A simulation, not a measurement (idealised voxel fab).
Process module, titled voxel lift off
The width of the displayed cross-section, cut, is 285 nm; its cells are square, with a size of 5 nm.
A cross-section is written here as square cells arranged in a grid, and it is given in bands from the top down, each band taking up one or more rows of cells.
What a band's entry tells you: where the top is and where the bottom is, as heights in nm, and after that what lies inside, material by material from left to right, each with its width in nm. Empty space is written as the word "air", and a single material marked with the word "throughout" occupies the band from edge to edge.
Note: height 0 marks the level under which the wafer is uniformly one material as received. Lowest band unbounded below, written "0 -> down".
The expression "30 to 40" gives the width at the extremes of the band, the first number at its top row of cells and the second at its bottom row, with the width changing by equal amounts from each row to the next in between.
Reading "no change" for a step: not a cell of the cross-section changed in it.
The label "Listed closed voids" introduces a list of the empty spaces, 8 cells or larger, that have no open way up to the top; each entry in it reads width x height at distance, where the distance is taken from the left edge and all three are stated in nm.
On a step's line, text after the settings is the simulator commenting on that step.
The setting "overlay nm" may be written on the line of a step. When the step uses a mask, the value reports how far to the right of the planned place the mask lay, and a negative value reports that it lay to the left.
### Below is the list of planned process steps
1. RECEIVE (material Si)
2. CONFORMAL_DEP (material Al2O3; thk nm 5)
3. PATTERN (tone open; mask id LINES; material resist; width nm 15; pitch nm 40; thk nm 25; overlay nm 0)
4. DIRECTIONAL_DEP (material Ru; thk nm 15)
5. STRIP (etch materials resist)
6. CONFORMAL_DEP (material SiN; thk nm 5)
### Received-state cross-section, reflecting completion of step 1
- 0 -> down  Si throughout
- Listed closed voids: none
### Looking at the first of two wafers in cross-section at end of module - ran to plan
- 25 -> 20  air 70 nm / SiN 25 nm / air 15 nm / SiN 25 nm / air 15 nm / SiN 25 nm / air 15 nm / SiN 25 nm / air 70 nm
- 20 -> 10  air 70 nm / SiN 5 nm / Ru 15 nm / SiN 5 nm / air 15 nm / SiN 5 nm / Ru 15 nm / SiN 5 nm / air 15 nm / SiN 5 nm / Ru 15 nm / SiN 5 nm / air 15 nm / SiN 5 nm / Ru 15 nm / SiN 5 nm / air 70 nm
- 10 -> 5  SiN 75 nm / Ru 15 nm / SiN 25 nm / Ru 15 nm / SiN 25 nm / Ru 15 nm / SiN 25 nm / Ru 15 nm / SiN 75 nm
- 5 -> 0  Al2O3 throughout
- 0 -> down  Si throughout
- Listed closed voids: none
### End-of-module cross-section of the second wafer: identical starting point and process plan to the first, with one processing mistake
- 25 -> 20  SiN 80 nm / air 5 nm / SiN 35 nm / air 5 nm / SiN 35 nm / air 5 nm / SiN 35 nm / air 5 nm / SiN 80 nm
- 20 -> 10  Ru 75 nm / SiN 5 nm / air 5 nm / SiN 5 nm / Ru 25 nm / SiN 5 nm / air 5 nm / SiN 5 nm / Ru 25 nm / SiN 5 nm / air 5 nm / SiN 5 nm / Ru 25 nm / SiN 5 nm / air 5 nm / SiN 5 nm / Ru 75 nm
- 10 -> 5  Ru 75 nm / SiN 15 nm / Ru 25 nm / SiN 15 nm / Ru 25 nm / SiN 15 nm / Ru 25 nm / SiN 15 nm / Ru 75 nm
- 5 -> 0  Al2O3 throughout
- 0 -> down  Si throughout
- Listed closed voids: none
Want to know what went wrong? step 3 did not use the planned setting and instead ran as PATTERN (tone cover; mask id LINES; material resist; width nm 15; pitch nm 40; thk nm 25; overlay nm 0)
Final wafer comparison in cells, second versus first, more or fewer per material: Ru: 99 more
